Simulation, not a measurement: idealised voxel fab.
The process module presented herein is designated voxel trench capacitor.
The cross-section shown here is cut; it is 185 nm wide and divided into square cells measuring 5 nm on a side.
Cross-section spec: square-cell grid; bands listed top down; each band is one or more rows.
The entry gives the band's vertical extent as a top height and a bottom height in nm, then its horizontal make-up as materials from left to right, each with a width in nm. "empty" stands for empty space; a single material marked "throughout" fills the band edge to edge.
Convention: height 0 is the level below which the wafer, as received, is all one material. The lowest band does not terminate at the bottom but continues downward, represented as "0 nm and below".
The two numbers in a width such as "30..40" mark its ends across the band: the first belongs to the top row of cells, the second to the bottom row, and from each row to the next the width moves by the same amount.
"nothing altered" after a step means that no cell of the cross-section changed.
"Enclosed empty spaces" lists enclosed empty spaces (at least 8 cells, no open path upward to the top), each as width x height at distance from the left edge, in nm.
That trailing text on a step's line, after the settings, is the simulator's own remark on the step.
overlay nm: on a step with a mask, how far right of its planned place the mask lay; negative means left.

-- The following list gives the planned process steps
- 1: op RECEIVE | material Si
- 2: op CONFORMAL_DEP | material SiN | thk nm 5
- 3: op DIRECTIONAL_DEP | material aC | thk nm 15
- 4: op PATTERN | tone open | mask id TRENCH | material resist | width nm 25 | pitch nm 40 | thk nm 35 | overlay nm 0
- 5: op DIRECTIONAL_ETCH | etch materials aC | depth nm 15
- 6: op STRIP | etch materials resist
- 7: op DIRECTIONAL_ETCH | etch materials SiN | depth nm 5
- 8: op DIRECTIONAL_ETCH | etch materials Si | depth nm 30
- 9: op STRIP | etch materials aC
- 10: op CONFORMAL_DEP | material HfO2 | thk nm 5
- 11: op CONFORMAL_DEP | material TiN | thk nm 5
- 12: op FILL_DEP | material W | thk nm 10
- 13: op CMP | height nm 5

-- Cross-section of the incoming wafer, state after step 1
0 nm and below: Si throughout
Enclosed empty spaces: none

-- Wafer cross-section at module end: first of two, run to plan
5 nm to 0 nm: 40 SiN | 5 HfO2 | 5 TiN | 5 W | 5 TiN | 5 HfO2 | 15 SiN | 5 HfO2 | 5 TiN | 5 W | 5 TiN | 5 HfO2 | 15 SiN | 5 HfO2 | 5 TiN | 5 W | 5 TiN | 5 HfO2 | 40 SiN
0 nm to -20 nm: 40 Si | 5 HfO2 | 5 TiN | 5 W | 5 TiN | 5 HfO2 | 15 Si | 5 HfO2 | 5 TiN | 5 W | 5 TiN | 5 HfO2 | 15 Si | 5 HfO2 | 5 TiN | 5 W | 5 TiN | 5 HfO2 | 40 Si
-20 nm to -25 nm: 40 Si | 5 HfO2 | 15 TiN | 5 HfO2 | 15 Si | 5 HfO2 | 15 TiN | 5 HfO2 | 15 Si | 5 HfO2 | 15 TiN | 5 HfO2 | 40 Si
-25 nm to -30 nm: 40 Si | 25 HfO2 | 15 Si | 25 HfO2 | 15 Si | 25 HfO2 | 40 Si
-30 nm and below: Si throughout
Enclosed empty spaces: none

-- Wafer two cross-section, module end. Start and plan unchanged from wafer one; one mistake made during the run
5 nm to 0 nm: 45 SiN | 5 HfO2 | 5 TiN | 5 HfO2 | 25 SiN | 5 HfO2 | 5 TiN | 5 HfO2 | 25 SiN | 5 HfO2 | 5 TiN | 5 HfO2 | 45 SiN
0 nm to -25 nm: 45 Si | 5 HfO2 | 5 TiN | 5 HfO2 | 25 Si | 5 HfO2 | 5 TiN | 5 HfO2 | 25 Si | 5 HfO2 | 5 TiN | 5 HfO2 | 45 Si
-25 nm to -30 nm: 45 Si | 15 HfO2 | 25 Si | 15 HfO2 | 25 Si | 15 HfO2 | 45 Si
-30 nm and below: Si throughout
Enclosed empty spaces: none
Finding, execution versus plan: step 4 was not run as planned; what actually ran was op PATTERN | tone open | mask id TRENCH | material resist | width nm 15 | pitch nm 40 | thk nm 35 | overlay nm 0
Final cells, second wafer relative to first, materials higher or lower: 6 fewer of HfO2; 36 more of Si; 6 more of SiN; 21 fewer of TiN; 15 fewer of W
